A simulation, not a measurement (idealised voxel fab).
process module | voxel wiring stack
In the cross-section labelled cut, the width is 280 nm and each square cell is 5 nm.
Notation: cross-section as square-cell grid; stated in bands, top first, going down; one or more cell rows per band.
Within each band entry, the heights of the top and of the bottom of the band appear first, in that order and in nm; the materials of the band then follow from left to right, each with its corresponding width in nm. The designation "throughout" on a single material indicates that it fills the band from edge to edge; the designation "air" indicates empty space.
Note: height 0 marks the level under which the wafer is uniformly one material as received. Lowest band unbounded below, written "top 0, no bottom".
A two-number width, for instance "30..40", indicates that the width is equal to the first number in the top row of the band and to the second number in the bottom row, and that it changes by a constant amount per row of cells.
"stayed the same" (step): cross-section cells unchanged, all of them.
What "Sealed void list" gives you is every empty space of 8 cells or more that is cut off from the top. Each appears as width x height at distance, with the distance taken from the left edge and width, height and distance all in nm.
after a step's settings: what the simulator itself notes on the step
overlay nm: right-of-plan distance of the mask on a masked step; negative values mean left-of-plan.
HERE'S WHAT THE PLANNED PROCESS STEPS LOOK LIKE
step 1: RECEIVE [material Si]
step 2: CONFORMAL_DEP [material SiO2] [thk nm 15]
step 3: CONFORMAL_DEP [material SiN] [thk nm 5]
step 4: DIRECTIONAL_DEP [material lowk] [thk nm 15]
step 5: DIRECTIONAL_DEP [material aC] [thk nm 15]
step 6: PATTERN [tone open] [mask id METAL_1] [material resist] [width nm 25] [pitch nm 55] [thk nm 35] [overlay nm 0]
step 7: DIRECTIONAL_ETCH [etch materials aC] [depth nm 15]
step 8: STRIP [etch materials resist]
step 9: DIRECTIONAL_ETCH [etch materials lowk] [depth nm 15]
step 10: DIRECTIONAL_ETCH [etch materials SiN] [depth nm 5]
step 11: STRIP [etch materials aC]
step 12: CONFORMAL_DEP [material TiN] [thk nm 5]
step 13: FILL_DEP [material Cu] [thk nm 10]
step 14: CMP [height nm 35]
step 15: EPI [material Ru] [thk nm 5]
step 16: FILL_DEP [material SiCN] [thk nm 5]
step 17: DIRECTIONAL_DEP [material SiO2] [thk nm 25]
step 18: MASKED_ETCH [tone open] [mask id METAL_2] [width nm 25] [pitch nm 55] [etch materials SiO2] [depth nm 15] [overlay nm 0]
step 19: PATTERN [tone open] [mask id METAL_2_HOLES] [material resist] [width nm 15] [thk nm 20] [overlay nm 0]
step 20: DIRECTIONAL_ETCH [etch materials SiO2] [depth nm 10]
step 21: DIRECTIONAL_ETCH [etch materials SiCN] [depth nm 5]
step 22: STRIP [etch materials resist]
step 23: CONFORMAL_DEP [material TiN] [thk nm 5]
step 24: FILL_DEP [material Cu] [thk nm 5]
step 25: CMP [height nm 70]
step 26: CONFORMAL_DEP [material SiCN] [thk nm 5]
step 27: DIRECTIONAL_DEP [material SiO2] [thk nm 30]
step 28: PATTERN [tone open] [mask id METAL_3] [material resist] [width nm 25] [pitch nm 55] [thk nm 15] [overlay nm 0]
step 29: DIRECTIONAL_ETCH [etch materials SiO2] [depth nm 15]
step 30: STRIP [etch materials resist]
step 31: PATTERN [tone open] [mask id METAL_3_HOLES] [material resist] [width nm 15] [pitch nm 55] [thk nm 15] [overlay nm 0]
step 32: DIRECTIONAL_ETCH [etch materials SiO2] [depth nm 15]
step 33: DIRECTIONAL_ETCH [etch materials SiCN] [depth nm 5]
step 34: STRIP [etch materials resist]
step 35: CONFORMAL_DEP [material TiN] [thk nm 5]
step 36: FILL_DEP [material Ru] [thk nm 10]
step 37: CMP [height nm 105]
step 38: CONFORMAL_DEP [material SiCN] [thk nm 5]
CROSS-SECTIONAL VIEW OF THE WAFER IN ITS AS-RECEIVED CONDITION, CORRESPONDING TO THE STATE AFTER STEP 1
  top 0, no bottom | Si throughout
  Sealed void list: none
MODULE COMPLETE - CROSS-SECTION OF THE FIRST OF TWO WAFERS, RUN ACCORDING TO PLAN
  top 110, bottom 105 | SiCN throughout
  top 105, bottom 95 | SiO2 100 / TiN 5 / Ru 15 / TiN 5 / SiO2 30 / TiN 5 / Ru 15 / TiN 5 / SiO2 100
  top 95, bottom 90 | SiO2 100 / TiN 5 / Ru 5 / TiN 15 / SiO2 30 / TiN 5 / Ru 5 / TiN 15 / SiO2 100
  top 90, bottom 75 | SiO2 100 / TiN 5 / Ru 5 / TiN 5 / SiO2 40 / TiN 5 / Ru 5 / TiN 5 / SiO2 110
  top 75, bottom 70 | SiCN 100 / TiN 15 / SiCN 40 / TiN 15 / SiCN 110
  top 70, bottom 60 | SiO2 100 / TiN 5 / Cu 15 / TiN 5 / SiO2 30 / TiN 5 / Cu 15 / TiN 5 / SiO2 100
  top 60, bottom 55 | SiO2 100 / TiN 5 / Cu 5 / TiN 15 / SiO2 30 / TiN 25 / SiO2 100
  top 55, bottom 45 | SiO2 100 / TiN 5 / Cu 5 / TiN 5 / SiO2 165
  top 45, bottom 40 | SiCN 100 / TiN 15 / SiCN 165
  top 40, bottom 35 | SiCN 95 / Ru 35 / SiCN 20 / Ru 35 / SiCN 95
  top 35, bottom 20 | lowk 100 / TiN 5 / Cu 15 / TiN 5 / lowk 30 / TiN 5 / Cu 15 / TiN 5 / lowk 100
  top 20, bottom 15 | SiN 100 / TiN 25 / SiN 30 / TiN 25 / SiN 100
  top 15, bottom 0 | SiO2 throughout
  top 0, no bottom | Si throughout
  Sealed void list: none
WAFER TWO CROSS-SECTION, MODULE END. START AND PLAN UNCHANGED FROM WAFER ONE; ONE MISTAKE MADE DURING THE RUN
  top 110, bottom 105 | SiCN throughout
  top 105, bottom 95 | SiO2 100 / TiN 5 / Ru 15 / TiN 5 / SiO2 30 / TiN 5 / Ru 15 / TiN 5 / SiO2 100
  top 95, bottom 90 | SiO2 100 / TiN 5 / Ru 5 / TiN 15 / SiO2 30 / TiN 5 / Ru 5 / TiN 15 / SiO2 100
  top 90, bottom 75 | SiO2 100 / TiN 5 / Ru 5 / TiN 5 / SiO2 40 / TiN 5 / Ru 5 / TiN 5 / SiO2 110
  top 75, bottom 70 | SiCN 100 / TiN 15 / SiCN 40 / TiN 15 / SiCN 110
  top 70, bottom 60 | SiO2 100 / aC 5 / Cu 15 / aC 5 / SiO2 30 / aC 5 / Cu 15 / aC 5 / SiO2 100
  top 60, bottom 55 | SiO2 100 / aC 5 / Cu 5 / aC 15 / SiO2 30 / aC 25 / SiO2 100
  top 55, bottom 45 | SiO2 100 / aC 5 / Cu 5 / aC 5 / SiO2 165
  top 45, bottom 40 | SiCN 100 / aC 15 / SiCN 165
  top 40, bottom 35 | SiCN 95 / Ru 35 / SiCN 20 / Ru 35 / SiCN 95
  top 35, bottom 20 | lowk 100 / TiN 5 / Cu 15 / TiN 5 / lowk 30 / TiN 5 / Cu 15 / TiN 5 / lowk 100
  top 20, bottom 15 | SiN 100 / TiN 25 / SiN 30 / TiN 25 / SiN 100
  top 15, bottom 0 | SiO2 throughout
  top 0, no bottom | Si throughout
  Sealed void list: none
The plan and the run diverged here: step 23 ran differently from the plan; actual operation with settings: CONFORMAL_DEP [material aC] [thk nm 5]
Materials where the second wafer ends with more or fewer cells than the first: TiN: 24 fewer, aC: 24 more
